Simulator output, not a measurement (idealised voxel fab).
Process module, titled voxel capacitor over wiring
cross-section cut | 300 nm wide | cells 5 nm
Cross-section, as written here: a square-cell grid given band by band from the top down, where a band holds one or more rows of cells. Per band: top height and bottom height in nm, followed by the left-to-right materials and their widths in nm; "throughout" marks a single material spanning edge to edge, "empty" marks empty space. Heights are reckoned from 0. Under this level, the received wafer is all of one material. The bottommost band is open-ended downward, for example "top 0, no bottom". Quick explanation for "30..40": the width changes in equal steps down the rows of cells, from the first number in the band's top row to the second number in its bottom row. "no change" for a step: no cell of the cross-section changed in that step. So "Non-vented voids" is basically the list of trapped voids: any empty space of 8 cells or more that can't reach the top through an opening. They're written width x height at distance, the distance being from the left edge, and it's all nm. Whatever follows a step's settings on its line is a remark the simulator itself makes about that step. "overlay nm" answers the question of how far to the right of plan the mask lay on a step that has a mask, and when it is negative the answer is to the left.
## Planned process steps
1) RECEIVE (material Si)
2) CONFORMAL_DEP (material SiO2; thk nm 15)
3) DIRECTIONAL_DEP (material TiN; thk nm 5)
4) DIRECTIONAL_DEP (material Ru; thk nm 15)
5) DIRECTIONAL_DEP (material aC; thk nm 10)
6) PATTERN (tone cover; mask id METAL_1; material resist; width nm 25; pitch nm 80; thk nm 25; overlay nm 0)
7) DIRECTIONAL_ETCH (etch materials aC; depth nm 10)
8) STRIP (etch materials resist)
9) DIRECTIONAL_ETCH (etch materials Ru; depth nm 15)
10) DIRECTIONAL_ETCH (etch materials TiN; depth nm 5)
11) STRIP (etch materials aC)
12) FILL_DEP (material SiO2; thk nm 10)
13) CMP (height nm 35)
14) CONFORMAL_DEP (material SiCN; thk nm 5)
15) DIRECTIONAL_DEP (material SiO2; thk nm 20)
16) MASKED_ETCH (tone open; mask id PLUG_1; width nm 15; etch materials SiO2; depth nm 20; overlay nm 0)
17) MASKED_ETCH (tone open; mask id PLUG_1; width nm 15; etch materials SiCN; depth nm 5; overlay nm 0)
18) CONFORMAL_DEP (material TiN; thk nm 5)
19) FILL_DEP (material Ru; thk nm 5)
20) CMP (height nm 60)
21) DIRECTIONAL_DEP (material TiN; thk nm 10)
22) DIRECTIONAL_DEP (material Al2O3; thk nm 5)
23) DIRECTIONAL_DEP (material TiN; thk nm 5)
24) MASKED_ETCH (tone cover; mask id UPPER_PLATE; width nm 60; etch materials TiN; depth nm 5; overlay nm 0)
25) MASKED_ETCH (tone cover; mask id UPPER_PLATE; width nm 60; etch materials Al2O3; depth nm 5; overlay nm 0)
26) MASKED_ETCH (tone cover; mask id LOWER_PLATE; width nm 70; etch materials TiN; depth nm 10; overlay nm 0)
27) FILL_DEP (material SiO2; thk nm 15)
28) CMP (height nm 90)
29) DIRECTIONAL_DEP (material aC; thk nm 15)
30) PATTERN (tone open; mask id PLUG_2; material resist; width nm 15; thk nm 35; overlay nm 0)
31) DIRECTIONAL_ETCH (etch materials aC; depth nm 15)
32) STRIP (etch materials resist)
33) DIRECTIONAL_ETCH (etch materials SiO2; depth nm 10)
34) STRIP (etch materials aC)
35) CONFORMAL_DEP (material TiN; thk nm 5)
36) FILL_DEP (material Ru; thk nm 5)
37) CMP (height nm 90)
38) CONFORMAL_DEP (material SiN; thk nm 5)
## Cross-section of the incoming wafer, state after step 1
> top 0, no bottom: Si throughout
> Non-vented voids: none
## Wafer cross-section at module end: first of two, run to plan
> top 95, bottom 90: SiN throughout
> top 90, bottom 85: 115 nm SiO2, then 5 nm TiN, then 5 nm Ru, then 5 nm TiN, then 170 nm SiO2
> top 85, bottom 75: 115..105 nm SiO2, then 15..60 nm TiN, then 170..135 nm SiO2
> top 75, bottom 70: 105 nm SiO2, then 60 nm Al2O3, then 135 nm SiO2
> top 70, bottom 60: 100 nm SiO2, then 70 nm TiN, then 130 nm SiO2
> top 60, bottom 40: 105 nm SiO2, then 5 nm TiN, then 5 nm Ru, then 5 nm TiN, then 180 nm SiO2
> top 40, bottom 35: 105 nm SiCN, then 15 nm TiN, then 180 nm SiCN
> top 35, bottom 20: 95 nm SiO2, then 25 nm Ru, then 55 nm SiO2, then 25 nm Ru, then 100 nm SiO2
> top 20, bottom 15: 95 nm SiO2, then 25 nm TiN, then 55 nm SiO2, then 25 nm TiN, then 100 nm SiO2
> top 15, bottom 0: SiO2 throughout
> top 0, no bottom: Si throughout
> Non-vented voids: none
## The second wafer, shown in cross-section after the module: started the same way as the first and given the same plan, yet one mistake crept into how it was run
> top 95, bottom 90: SiN throughout
> top 90, bottom 85: 115 nm SiO2, then 5 nm aC, then 5 nm Ru, then 5 nm aC, then 170 nm SiO2
> top 85, bottom 80: 115 nm SiO2, then 15 nm aC, then 170 nm SiO2
> top 80, bottom 75: 105 nm SiO2, then 60 nm TiN, then 135 nm SiO2
> top 75, bottom 70: 105 nm SiO2, then 60 nm Al2O3, then 135 nm SiO2
> top 70, bottom 60: 100 nm SiO2, then 70 nm TiN, then 130 nm SiO2
> top 60, bottom 40: 105 nm SiO2, then 5 nm TiN, then 5 nm Ru, then 5 nm TiN, then 180 nm SiO2
> top 40, bottom 35: 105 nm SiCN, then 15 nm TiN, then 180 nm SiCN
> top 35, bottom 20: 95 nm SiO2, then 25 nm Ru, then 55 nm SiO2, then 25 nm Ru, then 100 nm SiO2
> top 20, bottom 15: 95 nm SiO2, then 25 nm TiN, then 55 nm SiO2, then 25 nm TiN, then 100 nm SiO2
> top 15, bottom 0: SiO2 throughout
> top 0, no bottom: Si throughout
> Non-vented voids: none
Processing error: planned and actual differ for step 35; actual: CONFORMAL_DEP (material aC; thk nm 5)
End check, counted in cells, second wafer has more or fewer of these materials than the first: 5 fewer of TiN | 5 more of aC
